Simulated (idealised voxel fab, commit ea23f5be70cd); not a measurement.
The process module presented herein is designated voxel released beams.
Xsec cut, 255 nm wide, square cell size 5 nm.
Square cells in a grid make up a cross-section in this document, and the grid is given as bands, listed from the top down, each one or more rows of cells. The entry gives the band's vertical extent as a top height and a bottom height in nm, then its horizontal make-up as materials from left to right, each with a width in nm. "blank" stands for empty space; a single material marked "everywhere" fills the band edge to edge. Heights are measured from 0, the level below which the as-received wafer is all one material; the lowest band has no bottom and continues downward, written as in "0 nm and below". Width "30..40": first value at the band's top row of cells, second value at its bottom row, equal change from row to row. Reading "all unchanged" for a step: not a cell of the cross-section changed in it. Enclosed voids (no open way to top), threshold 8 cells or more, entry "Non-vented voids", notation width x height at distance, distance from left edge, nm. Post-settings text on a step line: simulator's own remark regarding the step. When a step includes a mask, the "overlay nm" setting on its line states how far to the right of its planned place that mask lay, and negative values state how far to the left. Everything after this point is organized in pairs: a cross-section before one process step, a cross-section after it that shows only as deep as the lowest changed band, and, under the pair, the intervening step with its settings. Because different runs of this module on the same starting wafer can supply different pairs, a pair continues from the pair above it only if its entry headed "Cross-section, before" says so.

# Cross-section, before
0 nm and below = Si everywhere
Non-vented voids: none

# Post-Step Section View
10 nm to 0 nm = Al2O3 everywhere
Below 0, no change.
Non-vented voids: none
Between before and after above, the operation and settings are CONFORMAL_DEP (material Al2O3; thk nm 10)

Cross-section, before: cross-section not repeated; it is the one shown after the step in the pair just above.

# Post-Step Section View
20 nm to 10 nm = SiO2 everywhere
Below 10, no change.
Non-vented voids: none
Between before and after above, the operation and settings are DIRECTIONAL_DEP (material SiO2; thk nm 10)

Cross-section, before: cross-section not repeated; it is the one shown after the step in the pair just above.

# Post-Step Section View
35 nm to 20 nm = aC everywhere
Below 20, no change.
Non-vented voids: none
Between before and after above, the operation and settings are DIRECTIONAL_DEP (material aC; thk nm 15)

Cross-section, before: cross-section not repeated; it is the one shown after the step in the pair just above.

# Post-Step Section View
70 nm to 35 nm = 80 of resist, then 30 of blank, then 145 of resist
Below 35, no change.
Non-vented voids: none
Between before and after above, the operation and settings are PATTERN (tone open; mask id ANCHOR; material resist; width nm 30; thk nm 35; overlay nm 0)

Cross-section, before: cross-section not repeated; it is the one shown after the step in the pair just above.

# Post-Step Section View
55 nm to 35 nm = 80 of resist, then 30 of blank, then 145 of resist
35 nm to 20 nm = 80 of aC, then 30 of blank, then 145 of aC
Below 20, no change.
Non-vented voids: none
Between before and after above, the operation and settings are DIRECTIONAL_ETCH (etch materials aC; depth nm 15)

Cross-section, before: cross-section not repeated; it is the one shown after the step in the pair just above.

# Post-Step Section View
35 nm to 20 nm = 80 of aC, then 30 of blank, then 145 of aC
Below 20, no change.
Non-vented voids: none
Between before and after above, the operation and settings are STRIP (etch materials resist)

Cross-section, before: cross-section not repeated; it is the one shown after the step in the pair just above.

# Post-Step Section View
35 nm to 20 nm = 80 of aC, then 30 of blank, then 145 of aC
20 nm to 10 nm = 80 of SiO2, then 30 of blank, then 145 of SiO2
Below 10, no change.
Non-vented voids: none
Between before and after above, the operation and settings are DIRECTIONAL_ETCH (etch materials SiO2; depth nm 10)

Cross-section, before: cross-section not repeated; it is the one shown after the step in the pair just above.

# Post-Step Section View
20 nm to 10 nm = 80 of SiO2, then 30 of blank, then 145 of SiO2
Below 10, no change.
Non-vented voids: none
Between before and after above, the operation and settings are STRIP (etch materials aC)

Cross-section, before: cross-section not repeated; it is the one shown after the step in the pair just above.

# Post-Step Section View
30 nm to 20 nm = 90 of SiN, then 10 of blank, then 155 of SiN
20 nm to 10 nm = 80 of SiO2, then 30 of SiN, then 145 of SiO2
Below 10, no change.
Non-vented voids: none
Between before and after above, the operation and settings are CONFORMAL_DEP (material SiN; thk nm 10)

Cross-section, before: cross-section not repeated; it is the one shown after the step in the pair just above.

# Post-Step Section View
30 nm to 20 nm = 75 of blank, then 15 of SiN, then 10 of blank, then 75 of SiN, then 80 of blank
Below 20, no change.
Non-vented voids: none
Between before and after above, the operation and settings are MASKED_ETCH (tone cover; mask id BEAM; width nm 100; etch materials SiN; depth nm 10; overlay nm 0)

Cross-section, before: cross-section not repeated; it is the one shown after the step in the pair just above.

# Post-Step Section View
30 nm to 20 nm = 75 of blank, then 15 of SiN, then 10 of blank, then 75 of SiN, then 80 of blank
20 nm to 10 nm = 80 of blank, then 30 of SiN, then 145 of blank
Below 10, no change.
Non-vented voids: none
Between before and after above, the operation and settings are STRIP (etch materials SiO2)

# Cross-section, before
0 nm and below = Si everywhere
Non-vented voids: none

# Post-Step Section View
10 nm to 0 nm = SiO2 everywhere
Below 0, no change.
Non-vented voids: none
Between before and after above, the operation and settings are DIRECTIONAL_DEP (material SiO2; thk nm 10)

Cross-section, before: cross-section not repeated; it is the one shown after the step in the pair just above.

# Post-Step Section View
25 nm to 10 nm = aC everywhere
Below 10, no change.
Non-vented voids: none
Between before and after above, the operation and settings are DIRECTIONAL_DEP (material aC; thk nm 15)

Cross-section, before: cross-section not repeated; it is the one shown after the step in the pair just above.

# Post-Step Section View
60 nm to 25 nm = 80 of resist, then 30 of blank, then 145 of resist
Below 25, no change.
Non-vented voids: none
Between before and after above, the operation and settings are PATTERN (tone open; mask id ANCHOR; material resist; width nm 30; thk nm 35; overlay nm 0)

Cross-section, before: cross-section not repeated; it is the one shown after the step in the pair just above.

# Post-Step Section View
45 nm to 25 nm = 80 of resist, then 30 of blank, then 145 of resist
25 nm to 10 nm = 80 of aC, then 30 of blank, then 145 of aC
Below 10, no change.
Non-vented voids: none
Between before and after above, the operation and settings are DIRECTIONAL_ETCH (etch materials aC; depth nm 15)

Cross-section, before: cross-section not repeated; it is the one shown after the step in the pair just above.

# Post-Step Section View
25 nm to 10 nm = 80 of aC, then 30 of blank, then 145 of aC
Below 10, no change.
Non-vented voids: none
Between before and after above, the operation and settings are STRIP (etch materials resist)

Cross-section, before: cross-section not repeated; it is the one shown after the step in the pair just above.

# Post-Step Section View
25 nm to 10 nm = 80 of aC, then 30 of blank, then 145 of aC
10 nm to 0 nm = 80 of SiO2, then 30 of blank, then 145 of SiO2
Below 0, no change.
Non-vented voids: none
Between before and after above, the operation and settings are DIRECTIONAL_ETCH (etch materials SiO2; depth nm 10)

Cross-section, before: cross-section not repeated; it is the one shown after the step in the pair just above.

# Post-Step Section View
10 nm to 0 nm = 80 of SiO2, then 30 of blank, then 145 of SiO2
Below 0, no change.
Non-vented voids: none
Between before and after above, the operation and settings are STRIP (etch materials aC)

Cross-section, before: cross-section not repeated; it is the one shown after the step in the pair just above.

# Post-Step Section View
20 nm to 10 nm = 90 of SiN, then 10 of blank, then 155 of SiN
10 nm to 0 nm = 80 of SiO2, then 30 of SiN, then 145 of SiO2
Below 0, no change.
Non-vented voids: none
Between before and after above, the operation and settings are CONFORMAL_DEP (material SiN; thk nm 10)

Cross-section, before: cross-section not repeated; it is the one shown after the step in the pair just above.

# Post-Step Section View
20 nm to 10 nm = 75 of blank, then 15 of SiN, then 10 of blank, then 75 of SiN, then 80 of blank
Below 10, no change.
Non-vented voids: none
Between before and after above, the operation and settings are MASKED_ETCH (tone cover; mask id BEAM; width nm 100; etch materials SiN; depth nm 10; overlay nm 0)

Cross-section, before: cross-section not repeated; it is the one shown after the step in the pair just above.

# Post-Step Section View
20 nm to 10 nm = 75 of blank, then 15 of SiN, then 10 of blank, then 75 of SiN, then 80 of blank
10 nm to 0 nm = 80 of blank, then 30 of SiN, then 145 of blank
Below 0, no change.
Non-vented voids: none
Between before and after above, the operation and settings are STRIP (etch materials SiO2)

# Cross-section, before
10 nm to 0 nm = SiO2 everywhere
0 nm and below = Si everywhere
Non-vented voids: none

# Post-Step Section View
20 nm to 10 nm = Al2O3 everywhere
Below 10, no change.
Non-vented voids: none
Between before and after above, the operation and settings are CONFORMAL_DEP (material Al2O3; thk nm 10)

Cross-section, before: cross-section not repeated; it is the one shown after the step in the pair just above.

# Post-Step Section View
35 nm to 20 nm = aC everywhere
Below 20, no change.
Non-vented voids: none
Between before and after above, the operation and settings are DIRECTIONAL_DEP (material aC; thk nm 15)

Cross-section, before: cross-section not repeated; it is the one shown after the step in the pair just above.

# Post-Step Section View
70 nm to 35 nm = 80 of resist, then 30 of blank, then 145 of resist
Below 35, no change.
Non-vented voids: none
Between before and after above, the operation and settings are PATTERN (tone open; mask id ANCHOR; material resist; width nm 30; thk nm 35; overlay nm 0)

Cross-section, before: cross-section not repeated; it is the one shown after the step in the pair just above.

# Post-Step Section View
55 nm to 35 nm = 80 of resist, then 30 of blank, then 145 of resist
35 nm to 20 nm = 80 of aC, then 30 of blank, then 145 of aC
Below 20, no change.
Non-vented voids: none
Between before and after above, the operation and settings are DIRECTIONAL_ETCH (etch materials aC; depth nm 15)

Cross-section, before: cross-section not repeated; it is the one shown after the step in the pair just above.

# Post-Step Section View
35 nm to 20 nm = 80 of aC, then 30 of blank, then 145 of aC
Below 20, no change.
Non-vented voids: none
Between before and after above, the operation and settings are STRIP (etch materials resist)

Cross-section, before: cross-section not repeated; it is the one shown after the step in the pair just above.

# Post-Step Section View
20 nm to 10 nm = Al2O3 everywhere
Below 10, no change.
Non-vented voids: none
Between before and after above, the operation and settings are STRIP (etch materials aC)

Cross-section, before: cross-section not repeated; it is the one shown after the step in the pair just above.

# Post-Step Section View
30 nm to 20 nm = SiN everywhere
Below 20, no change.
Non-vented voids: none
Between before and after above, the operation and settings are CONFORMAL_DEP (material SiN; thk nm 10)

Cross-section, before: cross-section not repeated; it is the one shown after the step in the pair just above.

# Post-Step Section View
30 nm to 20 nm = 75 of blank, then 100 of SiN, then 80 of blank
Below 20, no change.
Non-vented voids: none
Between before and after above, the operation and settings are MASKED_ETCH (tone cover; mask id BEAM; width nm 100; etch materials SiN; depth nm 10; overlay nm 0)

# Cross-section, before
30 nm to 20 nm = 90 of SiN, then 10 of blank, then 155 of SiN
20 nm to 10 nm = 80 of SiO2, then 30 of SiN, then 145 of SiO2
10 nm to 0 nm = Al2O3 everywhere
0 nm and below = Si everywhere
Non-vented voids: none

# Post-Step Section View
30 nm to 25 nm = 75 of blank, then 15 of SiN, then 10 of blank, then 75 of SiN, then 80 of blank
Below 25, no change.
Non-vented voids: none
Between before and after above, the operation and settings are MASKED_ETCH (tone cover; mask id BEAM; width nm 100; etch materials SiN; depth nm 5; overlay nm 0)

# Cross-section, before
35 nm to 20 nm = aC everywhere
20 nm to 10 nm = SiO2 everywhere
10 nm to 0 nm = Al2O3 everywhere
0 nm and below = Si everywhere
Non-vented voids: none

# Post-Step Section View
70 nm to 35 nm = 85 of resist, then 20 of blank, then 150 of resist
Below 35, no change.
Non-vented voids: none
Between before and after above, the operation and settings are PATTERN (tone open; mask id ANCHOR; material resist; width nm 20; thk nm 35; overlay nm 0)

Cross-section, before: cross-section not repeated; it is the one shown after the step in the pair just above.

# Post-Step Section View
55 nm to 35 nm = 85 of resist, then 20 of blank, then 150 of resist
35 nm to 20 nm = 85 of aC, then 20 of blank, then 150 of aC
Below 20, no change.
Non-vented voids: none
Between before and after above, the operation and settings are DIRECTIONAL_ETCH (etch materials aC; depth nm 15)

Cross-section, before: cross-section not repeated; it is the one shown after the step in the pair just above.

# Post-Step Section View
35 nm to 20 nm = 85 of aC, then 20 of blank, then 150 of aC
Below 20, no change.
Non-vented voids: none
Between before and after above, the operation and settings are STRIP (etch materials resist)

Cross-section, before: cross-section not repeated; it is the one shown after the step in the pair just above.

# Post-Step Section View
35 nm to 20 nm = 85 of aC, then 20 of blank, then 150 of aC
20 nm to 10 nm = 85 of SiO2, then 20 of blank, then 150 of SiO2
Below 10, no change.
Non-vented voids: none
Between before and after above, the operation and settings are DIRECTIONAL_ETCH (etch materials SiO2; depth nm 10)

Cross-section, before: cross-section not repeated; it is the one shown after the step in the pair just above.

# Post-Step Section View
20 nm to 10 nm = 85 of SiO2, then 20 of blank, then 150 of SiO2
Below 10, no change.
Non-vented voids: none
Between before and after above, the operation and settings are STRIP (etch materials aC)

Cross-section, before: cross-section not repeated; it is the one shown after the step in the pair just above.

# Post-Step Section View
30 nm to 20 nm = SiN everywhere
20 nm to 10 nm = 85 of SiO2, then 20 of SiN, then 150 of SiO2
Below 10, no change.
Non-vented voids: none
Between before and after above, the operation and settings are CONFORMAL_DEP (material SiN; thk nm 10)

Cross-section, before: cross-section not repeated; it is the one shown after the step in the pair just above.

# Post-Step Section View
30 nm to 20 nm = 75 of blank, then 100 of SiN, then 80 of blank
Below 20, no change.
Non-vented voids: none
Between before and after above, the operation and settings are MASKED_ETCH (tone cover; mask id BEAM; width nm 100; etch materials SiN; depth nm 10; overlay nm 0)

Cross-section, before: cross-section not repeated; it is the one shown after the step in the pair just above.

# Post-Step Section View
30 nm to 20 nm = 75 of blank, then 100 of SiN, then 80 of blank
20 nm to 10 nm = 85 of blank, then 20 of SiN, then 150 of blank
Below 10, no change.
Non-vented voids: none
Between before and after above, the operation and settings are STRIP (etch materials SiO2)

# Cross-section, before
30 nm to 20 nm = 90 of SiN, then 10 of blank, then 155 of SiN
20 nm to 10 nm = 80 of SiO2, then 30 of SiN, then 145 of SiO2
10 nm to 0 nm = Al2O3 everywhere
0 nm and below = Si everywhere
Non-vented voids: none

# Post-Step Section View
30 nm to 20 nm = 80 of blank, then 10 of SiN, then 10 of blank, then 80 of SiN, then 75 of blank
Below 20, no change.
Non-vented voids: none
Between before and after above, the operation and settings are MASKED_ETCH (tone cover; mask id BEAM; width nm 100; etch materials SiN; depth nm 10; overlay nm 5)

Cross-section, before: cross-section not repeated; it is the one shown after the step in the pair just above.

# Post-Step Section View
30 nm to 20 nm = 80 of blank, then 10 of SiN, then 10 of blank, then 80 of SiN, then 75 of blank
20 nm to 10 nm = 80 of blank, then 30 of SiN, then 145 of blank
Below 10, no change.
Non-vented voids: none
Between before and after above, the operation and settings are STRIP (etch materials SiO2)

# Cross-section, before
20 nm to 10 nm = 80 of SiO2, then 30 of blank, then 145 of SiO2
10 nm to 0 nm = Al2O3 everywhere
0 nm and below = Si everywhere
Non-vented voids: none

# Post-Step Section View
30 nm to 20 nm = 90 of Al2O3, then 10 of blank, then 155 of Al2O3
20 nm to 10 nm = 80 of SiO2, then 30 of Al2O3, then 145 of SiO2
Below 10, no change.
Non-vented voids: none
Between before and after above, the operation and settings are CONFORMAL_DEP (material Al2O3; thk nm 10)

# Cross-section, before
35 nm to 20 nm = aC everywhere
20 nm to 10 nm = SiO2 everywhere
10 nm to 0 nm = Al2O3 everywhere
0 nm and below = Si everywhere
Non-vented voids: none

# Post-Step Section View
70 nm to 35 nm = 80 of blank, then 30 of resist, then 145 of blank
Below 35, no change.
Non-vented voids: none
Between before and after above, the operation and settings are PATTERN (tone cover; mask id ANCHOR; material resist; width nm 30; thk nm 35; overlay nm 0)

Cross-section, before: cross-section not repeated; it is the one shown after the step in the pair just above.

# Post-Step Section View
55 nm to 35 nm = 80 of blank, then 30 of resist, then 145 of blank
35 nm to 20 nm = 80 of blank, then 30 of aC, then 145 of blank
Below 20, no change.
Non-vented voids: none
Between before and after above, the operation and settings are DIRECTIONAL_ETCH (etch materials aC; depth nm 15)

Cross-section, before: cross-section not repeated; it is the one shown after the step in the pair just above.

# Post-Step Section View
35 nm to 20 nm = 80 of blank, then 30 of aC, then 145 of blank
Below 20, no change.
Non-vented voids: none
Between before and after above, the operation and settings are STRIP (etch materials resist)

Cross-section, before: cross-section not repeated; it is the one shown after the step in the pair just above.

# Post-Step Section View
35 nm to 20 nm = 80 of blank, then 30 of aC, then 145 of blank
20 nm to 10 nm = 80 of blank, then 30 of SiO2, then 145 of blank
Below 10, no change.
Non-vented voids: none
Between before and after above, the operation and settings are DIRECTIONAL_ETCH (etch materials SiO2; depth nm 10)

Cross-section, before: cross-section not repeated; it is the one shown after the step in the pair just above.

# Post-Step Section View
20 nm to 10 nm = 80 of blank, then 30 of SiO2, then 145 of blank
Below 10, no change.
Non-vented voids: none
Between before and after above, the operation and settings are STRIP (etch materials aC)

Cross-section, before: cross-section not repeated; it is the one shown after the step in the pair just above.

# Post-Step Section View
30 nm to 20 nm = 70 of blank, then 50 of SiN, then 135 of blank
20 nm to 10 nm = 80 of SiN, then 30 of SiO2, then 145 of SiN
Below 10, no change.
Non-vented voids: none
Between before and after above, the operation and settings are CONFORMAL_DEP (material SiN; thk nm 10)

Cross-section, before: cross-section not repeated; it is the one shown after the step in the pair just above.

# Post-Step Section View
30 nm to 20 nm = 75 of blank, then 45 of SiN, then 135 of blank
20 nm to 10 nm = 70 of blank, then 10 of SiN, then 30 of SiO2, then 65 of SiN, then 80 of blank
Below 10, no change.
Non-vented voids: none
Between before and after above, the operation and settings are MASKED_ETCH (tone cover; mask id BEAM; width nm 100; etch materials SiN; depth nm 10; overlay nm 0)
